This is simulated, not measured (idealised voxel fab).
Process module under the name voxel trench capacitor
Square cell edge 5 nm, section width 275 nm, ID cut.
A cross-section in this document is a grid of square cells, and it is written down as bands, the top band listed before the ones below it; a band is made up of one or more rows of cells.
Each band's line starts with the height of the band's top and of its bottom, in nm. Then come its materials from left to right, each with its width in nm. One material with "edge to edge" fills the band from edge to edge. "air" is empty space.
Zero point of the height axis is 0; under it, received wafer = one material. Lowest band: continues down indefinitely, "0 nm and below".
Width spec "30..40" -> top row of cells at first value, bottom row at second value, equal per-row change in between.
"stayed the same" after a step means that no cell of the cross-section changed.
Voids not open to the top, 8 cells minimum: see "Cavities, sealed". Written width x height at distance; distance is from the left edge; nm.
Note: text after step settings on the step line = simulator remark on that step.
The "overlay nm" setting may appear on a step's line; for a step that uses a mask, it gives how far to the right of its planned position the mask lay, and a negative value indicates the left.
The process steps that were planned are listed below:
step 1: RECEIVE with material Si
step 2: CONFORMAL_DEP with material SiN, thk nm 10
step 3: PATTERN with tone open, mask id TRENCH, material resist, width nm 25, pitch nm 40, thk nm 15, overlay nm 0
step 4: DIRECTIONAL_ETCH with etch materials SiN, depth nm 5
step 5: DIRECTIONAL_ETCH with etch materials Si, depth nm 40
step 6: STRIP with etch materials resist
step 7: CONFORMAL_DEP with material Al2O3, thk nm 5
step 8: CONFORMAL_DEP with material TiN, thk nm 5
step 9: FILL_DEP with material W, thk nm 10
step 10: CMP with height nm 10
The value of depth nm given for step 4 in the plan refers to the first wafer; the wafers vary in this setting and are alike at the start.
Cross-sectional view of the first of several wafers in the as-received condition, corresponding to the state following step 1:
- 0 nm and below | Si edge to edge
- Cavities, sealed: none
So in this table every wafer gets its own row, and what you see is where it stands at the end of the module: for each material, how many cells it picked up (+) or gave up (-) since we received it, and after that its closed voids:
depth nm 5, +15 Al2O3, +95 SiN, Cavities, sealed: none
depth nm 10, +69 Al2O3, -120 Si, +80 SiN, +57 TiN, +24 W, Cavities, sealed: none
depth nm 15, +69 Al2O3, -120 Si, +80 SiN, +57 TiN, +24 W, Cavities, sealed: none
depth nm 20, +69 Al2O3, -120 Si, +80 SiN, +57 TiN, +24 W, Cavities, sealed: none
depth nm 25, +69 Al2O3, -120 Si, +80 SiN, +57 TiN, +24 W, Cavities, sealed: none
